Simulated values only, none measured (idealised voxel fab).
The name of this process module is voxel released beams.
Shown is cross-section cut, with a width of 245 nm and square cells of size 5 nm.
Cross-section format: a grid of square cells, given as bands from top to bottom; each band is one or more rows of cells.
Look at the band entry: it leads with the top's height and the bottom's height in nm. Then it lists the materials left to right, with a width in nm for each. The word "everywhere" on a single material says that material fills the band edge to edge. The word "blank" is empty space.
Measure heights from 0. That's the level where, below it, the as-received wafer is all one material. The lowest band is bottomless and extends downward; write it as in "0 down".
The expression "30 to 40" gives the width at the extremes of the band, the first number at its top row of cells and the second at its bottom row, with the width changing by equal amounts from each row to the next in between.
Any step labelled "identical to before" changed none of the cells in the cross-section.
Listed in "Cavities, closed": every empty space of 8 or more cells without an open way to the top. Form: width x height at distance, the distance being from the left edge, all in nm.
The remark found on a step's line after its settings is issued by the simulator itself and pertains to that step.
"overlay nm" denotes, for a step that has a mask, the displacement of the mask to the right of its planned place, with negative values corresponding to the left.

Below is the list of planned process steps:
1 RECEIVE [material Si]
2 CONFORMAL_DEP [material Al2O3] [thk nm 10]
3 DIRECTIONAL_DEP [material SiO2] [thk nm 15]
4 PATTERN [tone open] [mask id ANCHOR] [material resist] [width nm 35] [thk nm 15] [overlay nm 0]
5 DIRECTIONAL_ETCH [etch materials SiO2] [depth nm 15]
6 STRIP [etch materials resist]
7 CONFORMAL_DEP [material SiN] [thk nm 10]
8 PATTERN [tone cover] [mask id BEAM] [material resist] [width nm 95] [thk nm 20] [overlay nm 0]
9 DIRECTIONAL_ETCH [etch materials SiN] [depth nm 10]
10 STRIP [etch materials resist]
11 STRIP [etch materials SiO2]

First wafer of two (run as planned):

Cross-section: wafer on arrival = after step 1:
  0 down = Si everywhere
  Cavities, closed: none

Presented here is a cross-section of the wafer after step 2 has been performed:
  10 to 0 = Al2O3 everywhere
  Below 0, the layers are the same as they were.

Presented here is a cross-section of the wafer after step 3 has been performed:
  25 to 10 = SiO2 everywhere
  Below 10, the layers are the same as they were.

Presented here is a cross-section of the wafer after step 4 has been performed:
  40 to 25 = 75 nm resist | 35 nm blank | 135 nm resist
  Below 25, the layers are the same as they were.

Presented here is a cross-section of the wafer after step 5 has been performed:
  40 to 25 = 75 nm resist | 35 nm blank | 135 nm resist
  25 to 10 = 75 nm SiO2 | 35 nm blank | 135 nm SiO2
  Below 10, the layers are the same as they were.

Presented here is a cross-section of the wafer after step 6 has been performed:
  25 to 10 = 75 nm SiO2 | 35 nm blank | 135 nm SiO2
  Below 10, the layers are the same as they were.

Presented here is a cross-section of the wafer after step 7 has been performed:
  35 to 25 = 85 nm SiN | 15 nm blank | 145 nm SiN
  25 to 20 = 75 nm SiO2 | 10 nm SiN | 15 nm blank | 10 nm SiN | 135 nm SiO2
  20 to 10 = 75 nm SiO2 | 35 nm SiN | 135 nm SiO2
  Below 10, the layers are the same as they were.

Presented here is a cross-section of the wafer after step 8 has been performed:
  55 to 35 = 70 nm blank | 95 nm resist | 80 nm blank
  35 to 25 = 85 nm SiN | 15 nm resist | 145 nm SiN
  25 to 20 = 75 nm SiO2 | 10 nm SiN | 15 nm resist | 10 nm SiN | 135 nm SiO2
  Below 20, the layers are the same as they were.

Presented here is a cross-section of the wafer after step 9 has been performed:
  55 to 35 = 70 nm blank | 95 nm resist | 80 nm blank
  35 to 25 = 70 nm blank | 15 nm SiN | 15 nm resist | 65 nm SiN | 80 nm blank
  Below 25, the layers are the same as they were.

Presented here is a cross-section of the wafer after step 10 has been performed:
  35 to 25 = 70 nm blank | 15 nm SiN | 15 nm blank | 65 nm SiN | 80 nm blank
  25 to 20 = 75 nm SiO2 | 10 nm SiN | 15 nm blank | 10 nm SiN | 135 nm SiO2
  Below 20, the layers are the same as they were.

Presented here is a cross-section of the wafer after step 11 has been performed:
  35 to 25 = 70 nm blank | 15 nm SiN | 15 nm blank | 65 nm SiN | 80 nm blank
  25 to 20 = 75 nm blank | 10 nm SiN | 15 nm blank | 10 nm SiN | 135 nm blank
  20 to 10 = 75 nm blank | 35 nm SiN | 135 nm blank
  Below 10, the layers are the same as they were.

Second wafer - shared start and plan with the first - one error in running - same as the first up to step 5 inclusive:

The second wafer cut through, at the time step 6 was supposed to be finished:
  25 to 10 = 75 nm SiO2 | 35 nm blank | 135 nm SiO2
  Below 10, the layers are the same as they were.

The second wafer cut through, at the time step 7 was supposed to be finished:
  35 to 25 = 85 nm SiN | 15 nm blank | 145 nm SiN
  25 to 20 = 75 nm SiO2 | 10 nm SiN | 15 nm blank | 10 nm SiN | 135 nm SiO2
  20 to 10 = 75 nm SiO2 | 35 nm SiN | 135 nm SiO2
  Below 10, the layers are the same as they were.

The second wafer cut through, at the time step 8 was supposed to be finished:
  55 to 35 = 70 nm blank | 95 nm resist | 80 nm blank
  35 to 25 = 85 nm SiN | 15 nm resist | 145 nm SiN
  25 to 20 = 75 nm SiO2 | 10 nm SiN | 15 nm resist | 10 nm SiN | 135 nm SiO2
  Below 20, the layers are the same as they were.

The second wafer cut through, at the time step 9 was supposed to be finished:
  55 to 35 = 70 nm blank | 95 nm resist | 80 nm blank
  35 to 25 = 70 nm blank | 15 nm SiN | 15 nm resist | 65 nm SiN | 80 nm blank
  Below 25, the layers are the same as they were.

The second wafer cut through, at the time step 10 was supposed to be finished:
  35 to 25 = 70 nm blank | 15 nm SiN | 15 nm blank | 65 nm SiN | 80 nm blank
  25 to 20 = 75 nm SiO2 | 10 nm SiN | 15 nm blank | 10 nm SiN | 135 nm SiO2
  Below 20, the layers are the same as they were.

The second wafer cut through, at the time step 11 was supposed to be finished:
  35 to 25 = 70 nm blank | 15 nm SiN | 15 nm blank | 65 nm SiN | 80 nm blank
  25 to 20 = 75 nm blank | 10 nm SiN | 15 nm blank | 10 nm SiN | 135 nm blank
  20 to 10 = 75 nm blank | 35 nm SiN | 135 nm blank
  Below 10, the layers are the same as they were.
What was done differently from what was planned? regarding the plan, step 6 was run twice
The final cross-section is the same for the two wafers, so this model computes the same thing whether or not the mistake was made.
